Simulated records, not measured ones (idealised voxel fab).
Herein follows the process module entitled voxel capacitor over wiring.
The cross-section on display is named cut; it measures 240 nm wide, and its cells are 5 nm squares.
In this document a cross-section is written as a grid of square cells. It is given as a series of bands, listed from the top down, and a band is one or more rows of cells.
First you get the band's top height and its bottom height, in nm, and then the materials it's made of, left to right, with each width in nm. If you see a single material with "full width", that one covers the band edge to edge. "air" is empty space.
Heights are reckoned from 0. Under this level, the received wafer is all of one material. The bottommost band is open-ended downward, for example "z 0 and below".
Think of "30 to 40" as a width that walks from the first number to the second as you go down the band, top row to bottom row, taking equal-sized steps from row to row.
What does "no change occurred" mean for a step? It means no cell of the cross-section changed in that step.
In the "Sealed void listing" entry, you get each enclosed empty space of 8 cells or more, one with no open way to the top, written width x height at distance, distance from the left edge, in nm.
Heads up: the bit after the settings on a step's line is the simulator's remark on that step.
"overlay nm", when on a step's line for a step with a mask, measures how far to the right of its planned place the mask lay; a negative measure means to the left.

The process steps that were planned are listed below
1: op RECEIVE | material Si
2: op CONFORMAL_DEP | material SiO2 | thk nm 10
3: op CONFORMAL_DEP | material SiCN | thk nm 5
4: op DIRECTIONAL_DEP | material lowk | thk nm 15
5: op MASKED_ETCH | tone open | mask id METAL_1 | width nm 20 | pitch nm 85 | etch materials lowk | depth nm 15 | overlay nm 0
6: op MASKED_ETCH | tone open | mask id METAL_1 | width nm 20 | pitch nm 85 | etch materials SiCN | depth nm 5 | overlay nm 0
7: op CONFORMAL_DEP | material TiN | thk nm 5
8: op FILL_DEP | material Cu | thk nm 10
9: op CMP | height nm 30
10: op EPI | material Ru | thk nm 5
11: op FILL_DEP | material SiCN | thk nm 5
12: op DIRECTIONAL_DEP | material SiO2 | thk nm 10
13: op MASKED_ETCH | tone open | mask id PLUG_1 | width nm 15 | etch materials SiO2 | depth nm 10 | overlay nm 0
14: op MASKED_ETCH | tone open | mask id PLUG_1 | width nm 15 | etch materials SiCN | depth nm 5 | overlay nm 0
15: op CONFORMAL_DEP | material TiN | thk nm 5
16: op FILL_DEP | material Ru | thk nm 10
17: op CMP | height nm 50
18: op DIRECTIONAL_DEP | material TiN | thk nm 5
19: op DIRECTIONAL_DEP | material Al2O3 | thk nm 5
20: op DIRECTIONAL_DEP | material TiN | thk nm 5
21: op PATTERN | tone cover | mask id UPPER_PLATE | material resist | width nm 70 | thk nm 20 | overlay nm 0
22: op DIRECTIONAL_ETCH | etch materials TiN | depth nm 5
23: op DIRECTIONAL_ETCH | etch materials Al2O3 | depth nm 5
24: op STRIP | etch materials resist
25: op MASKED_ETCH | tone cover | mask id LOWER_PLATE | width nm 80 | etch materials TiN | depth nm 5 | overlay nm 0
26: op FILL_DEP | material SiO2 | thk nm 20
27: op CMP | height nm 80
28: op PATTERN | tone open | mask id PLUG_2 | material resist | width nm 15 | thk nm 20 | overlay nm 0
29: op DIRECTIONAL_ETCH | etch materials SiO2 | depth nm 15
30: op STRIP | etch materials resist
31: op CONFORMAL_DEP | material TiN | thk nm 5
32: op FILL_DEP | material Ru | thk nm 5
33: op CMP | height nm 80
34: op CONFORMAL_DEP | material SiN | thk nm 5

Here's what the wafer looked like in cross-section when it arrived - that's after step 1
z 0 and below | Si full width
Sealed void listing: none

The module was run from the start shown above using the plan shown above, but one mistake was made doing it; the resulting wafer cross-section is below
z 85 to 80 | SiN full width
z 80 to 70 | SiO2 80; TiN 5; Ru 5; TiN 5; SiO2 145
z 70 to 60 | SiO2 80 to 70; TiN 15 to 70; SiO2 145 to 100
z 60 to 55 | SiO2 65; TiN 80; SiO2 95
z 55 to 50 | Al2O3 full width
z 50 to 40 | SiO2 70; TiN 5; Ru 5; TiN 5; SiO2 155
z 40 to 35 | SiCN 70; TiN 15; SiCN 155
z 35 to 30 | SiCN 60; Ru 30; SiCN 55; Ru 30; SiCN 65
z 30 to 15 | lowk 65; TiN 5; Cu 10; TiN 5; lowk 65; TiN 5; Cu 10; TiN 5; lowk 70
z 15 to 10 | SiCN 65; TiN 20; SiCN 65; TiN 20; SiCN 70
z 10 to 0 | SiO2 full width
z 0 and below | Si full width
Sealed void listing: none
Where did the run depart from the plan? it was found that steps 18 and 19 of the process plan had been performed in exchanged positions
